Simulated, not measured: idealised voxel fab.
process module | voxel capacitor over wiring
cross-section cut | 215 nm wide | cells 5 nm
A cross-section is a grid of square cells, given in bands from the top down. A band is one or more rows of cells.
Each band's line starts with the height of the band's top and of its bottom, in nm. Then come its materials from left to right, each with its width in nm. One material with "throughout" fills the band from edge to edge. "air" is empty space.
Height 0 is the level under which the wafer as received is all one material. The lowest band goes on downwards, as in "0 down".
A width such as "30 to 40" changes by the same amount from each row of cells to the next, from the band's top row to its bottom row.
"no change" after a step means that no cell of the cross-section changed.
closed voids: empty space of 8 cells or more with no open way to the top, each as width x height at its distance from the left edge, in nm
after a step's settings: what the simulator itself notes on the step
overlay nm, on a step with a mask: how far to the right of its planned place the mask lay; to the left if negative
plan
1 op RECEIVE | material Si
2 op CONFORMAL_DEP | material SiO2 | thk nm 10
3 op CONFORMAL_DEP | material SiN | thk nm 5
4 op DIRECTIONAL_DEP | material lowk | thk nm 15
5 op MASKED_ETCH | tone open | mask id METAL_1 | width nm 30 | pitch nm 100 | etch materials lowk | depth nm 15 | overlay nm 0
6 op MASKED_ETCH | tone open | mask id METAL_1 | width nm 30 | pitch nm 100 | etch materials SiN | depth nm 5 | overlay nm 0
7 op CONFORMAL_DEP | material TiN | thk nm 5
8 op FILL_DEP | material Cu | thk nm 10
9 op CMP | height nm 30
10 op CONFORMAL_DEP | material SiCN | thk nm 5
11 op DIRECTIONAL_DEP | material SiO2 | thk nm 15
12 op DIRECTIONAL_DEP | material aC | thk nm 15
13 op PATTERN | tone open | mask id PLUG_1 | material resist | width nm 15 | thk nm 30 | overlay nm 0
14 op DIRECTIONAL_ETCH | etch materials aC | depth nm 15
15 op STRIP | etch materials resist
16 op DIRECTIONAL_ETCH | etch materials SiO2 | depth nm 15
17 op DIRECTIONAL_ETCH | etch materials SiCN | depth nm 5
18 op STRIP | etch materials aC
19 op CONFORMAL_DEP | material TiN | thk nm 5
20 op FILL_DEP | material Cu | thk nm 5
21 op CMP | height nm 50
22 op DIRECTIONAL_DEP | material TiN | thk nm 10
23 op DIRECTIONAL_DEP | material HfO2 | thk nm 5
24 op DIRECTIONAL_DEP | material TiN | thk nm 5
25 op DIRECTIONAL_DEP | material aC | thk nm 10
26 op PATTERN | tone cover | mask id UPPER_PLATE | material resist | width nm 75 | thk nm 30 | overlay nm 0
27 op DIRECTIONAL_ETCH | etch materials aC | depth nm 10
28 op STRIP | etch materials resist
29 op DIRECTIONAL_ETCH | etch materials TiN | depth nm 5
30 op DIRECTIONAL_ETCH | etch materials HfO2 | depth nm 5
31 op STRIP | etch materials aC
32 op DIRECTIONAL_DEP | material aC | thk nm 10
33 op PATTERN | tone cover | mask id LOWER_PLATE | material resist | width nm 85 | thk nm 25 | overlay nm 0
34 op DIRECTIONAL_ETCH | etch materials aC | depth nm 10
35 op STRIP | etch materials resist
36 op DIRECTIONAL_ETCH | etch materials TiN | depth nm 10
37 op STRIP | etch materials aC
38 op FILL_DEP | material SiO2 | thk nm 15
39 op CMP | height nm 80
40 op PATTERN | tone open | mask id PLUG_2 | material resist | width nm 15 | thk nm 15 | overlay nm 0
41 op DIRECTIONAL_ETCH | etch materials SiO2 | depth nm 10
42 op STRIP | etch materials resist
43 op CONFORMAL_DEP | material TiN | thk nm 5
44 op FILL_DEP | material W | thk nm 10
45 op CMP | height nm 80
46 op CONFORMAL_DEP | material SiCN | thk nm 5
as received, after step 1
  0 down: Si throughout
  closed voids: none
a wafer at the end: this start, this plan, one mistake
  85 to 80: SiCN throughout
  80 to 75: SiO2 60 | TiN 5 | W 15 | TiN 5 | SiO2 130
  75 to 65: SiO2 60 to 55 | TiN 25 to 75 | SiO2 130 to 85
  65 to 60: SiO2 55 | HfO2 75 | SiO2 85
  60 to 50: SiO2 50 | TiN 85 | SiO2 80
  50 to 35: SiO2 55 | TiN 5 | Cu 5 | TiN 5 | SiO2 145
  35 to 30: SiCN 55 | TiN 15 | SiCN 145
  30 to 15: lowk 40 | TiN 5 | Cu 20 | TiN 5 | lowk 70 | TiN 5 | Cu 20 | TiN 5 | lowk 45
  15 to 10: SiN 40 | TiN 30 | SiN 70 | TiN 30 | SiN 45
  10 to 0: SiO2 throughout
  0 down: Si throughout
  closed voids: none
what went wrong: step 40 ran as: op PATTERN | tone open | mask id PLUG_2 | material resist | width nm 25 | thk nm 15 | overlay nm 0
